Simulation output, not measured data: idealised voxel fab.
This is a process module. Its name is voxel transistor to metal.
Pictured: cross-section cut, 170 nm wide, on a grid of 5 nm square cells.
In this document a cross-section is written as a grid of square cells. It is given as a series of bands, listed from the top down, and a band is one or more rows of cells. In this notation a band is specified by the heights of its top and bottom, in that order and in nm, after which its materials appear from left to right, each paired with its width in nm. The word "edge to edge" attached to a single material means that material fills the band from edge to edge; the word "air" stands for empty space. Heights are measured from 0, the level below which the as-received wafer is all one material; the lowest band has no bottom and continues downward, written as in "0 -> down". The width entry "30->40" should be interpreted row by row: the top row of cells in the band takes the first number, the bottom row takes the second number, and the change between adjacent rows is uniform throughout. Given "remained unchanged" for a step, no cell of the cross-section differs between before and after that step. The label "Closed internal cavities" introduces a list of the empty spaces, 8 cells or larger, that have no open way up to the top; each entry in it reads width x height at distance, where the distance is taken from the left edge and all three are stated in nm. Where a step's line continues beyond its settings, the continuation is a remark by the simulator itself on that step. The setting "overlay nm" may be written on the line of a step. When the step uses a mask, the value reports how far to the right of the planned place the mask lay, and a negative value reports that it lay to the left.
## So here's the lineup of process steps we planned
1) RECEIVE: material Si
2) OXIDIZE: depth nm 5
3) CONFORMAL_DEP: material SiN, thk nm 10
4) MASKED_ETCH: tone cover, mask id ACTIVE, width nm 110, etch materials SiN, depth nm 10, overlay nm 0
5) MASKED_ETCH: tone cover, mask id ACTIVE, width nm 110, etch materials SiO2, depth nm 5, overlay nm 0
6) MASKED_ETCH: tone cover, mask id ACTIVE, width nm 110, etch materials Si, depth nm 20, overlay nm 0
7) OXIDIZE: depth nm 5
8) FILL_DEP: material SiO2, thk nm 15
9) CMP: height nm 10
10) SELECTIVE_ETCH: etch materials SiO2, depth nm 10
11) STRIP: etch materials SiN
12) SELECTIVE_ETCH: etch materials SiO2, depth nm 5
13) OXIDIZE: depth nm 5
14) DIRECTIONAL_DEP: material polySi, thk nm 20
15) DIRECTIONAL_DEP: material SiCN, thk nm 10
16) DIRECTIONAL_DEP: material aC, thk nm 15
17) PATTERN: tone cover, mask id GATE, material resist, width nm 30, thk nm 35, overlay nm 0
18) DIRECTIONAL_ETCH: etch materials aC, depth nm 15
19) STRIP: etch materials resist
20) DIRECTIONAL_ETCH: etch materials SiCN, depth nm 20
21) DIRECTIONAL_ETCH: etch materials polySi, depth nm 30
22) STRIP: etch materials aC
23) CONFORMAL_DEP: material SiO2, thk nm 5
24) DIRECTIONAL_ETCH: etch materials SiO2, depth nm 5
25) CONFORMAL_DEP: material SiN, thk nm 5
26) DIRECTIONAL_ETCH: etch materials SiN, depth nm 5
27) DIRECTIONAL_ETCH: etch materials SiO2, depth nm 5
28) DIRECTIONAL_ETCH: etch materials Si, depth nm 10
29) EPI: material SiGe, thk nm 15
30) FILL_DEP: material SiO2, thk nm 10
31) CMP: height nm 15
32) STRIP: etch materials polySi
33) SELECTIVE_ETCH: etch materials SiO2, depth nm 5
34) CONFORMAL_DEP: material HfO2, thk nm 5
35) CONFORMAL_DEP: material TiN, thk nm 5
36) FILL_DEP: material W, thk nm 5
37) CMP: height nm 10
38) DIRECTIONAL_DEP: material SiO2, thk nm 10
39) MASKED_ETCH: tone open, mask id CONTACT, width nm 20, pitch nm 80, etch materials SiO2, depth nm 25, overlay nm 0
40) CONFORMAL_DEP: material TiN, thk nm 5
41) FILL_DEP: material W, thk nm 10
42) CMP: height nm 20
43) DIRECTIONAL_DEP: material TiN, thk nm 5
44) DIRECTIONAL_DEP: material W, thk nm 20
45) PATTERN: tone cover, mask id METAL_1, material resist, width nm 20, pitch nm 80, thk nm 20, overlay nm 0
46) DIRECTIONAL_ETCH: etch materials W, depth nm 20
47) DIRECTIONAL_ETCH: etch materials TiN, depth nm 5
48) STRIP: etch materials resist
49) CONFORMAL_DEP: material SiN, thk nm 5
50) FILL_DEP: material lowk, thk nm 10
51) CMP: height nm 45
52) CONFORMAL_DEP: material SiN, thk nm 5
## Cross-section of the wafer at receipt, which is the condition after step 1
* 0 -> down = Si edge to edge
* Closed internal cavities: none
## End-of-module cross-section. Starting structure and process plan as above; one mistake made in running it
* 65 -> 60 = SiN edge to edge
* 60 -> 50 = lowk edge to edge
* 50 -> 45 = 30 nm lowk  30 nm SiN  50 nm lowk  30 nm SiN  30 nm lowk
* 45 -> 25 = 30 nm lowk  5 nm SiN  20 nm W  5 nm SiN  50 nm lowk  5 nm SiN  20 nm W  5 nm SiN  30 nm lowk
* 25 -> 20 = 35 nm SiN  20 nm TiN  60 nm SiN  20 nm TiN  35 nm SiN
* 20 -> 10 = 35 nm SiO2  5 nm TiN  10 nm W  5 nm TiN  60 nm SiO2  5 nm TiN  10 nm W  5 nm TiN  35 nm SiO2
* 10 -> 5 = 35 nm SiO2  20 nm TiN  5 nm SiO2  5 nm SiN  5 nm HfO2  5 nm TiN  20 nm W  5 nm TiN  5 nm HfO2  5 nm SiN  5 nm SiO2  20 nm TiN  35 nm SiO2
* 5 -> 0 = 35 nm SiO2  10 nm TiN  15 nm SiGe  5 nm SiN  5 nm HfO2  5 nm TiN  20 nm W  5 nm TiN  5 nm HfO2  5 nm SiN  15 nm SiGe  10 nm TiN  35 nm SiO2
* 0 -> -5 = 35 nm SiO2  10 nm TiN  15 nm SiGe  5 nm SiN  5 nm HfO2  30 nm TiN  5 nm HfO2  5 nm SiN  15 nm SiGe  10 nm TiN  35 nm SiO2
* -5 -> -10 = 30 nm SiO2  30 nm SiGe  5 nm SiO2  40 nm HfO2  5 nm SiO2  30 nm SiGe  30 nm SiO2
* -10 -> -20 = 35 nm SiO2  25 nm SiGe  50 nm Si  25 nm SiGe  35 nm SiO2
* -20 -> -30 = 35 nm SiO2  100 nm Si  35 nm SiO2
* -30 -> down = Si edge to edge
* Closed internal cavities: none
Run error: heads up, step 51 of the plan was skipped and never actually ran
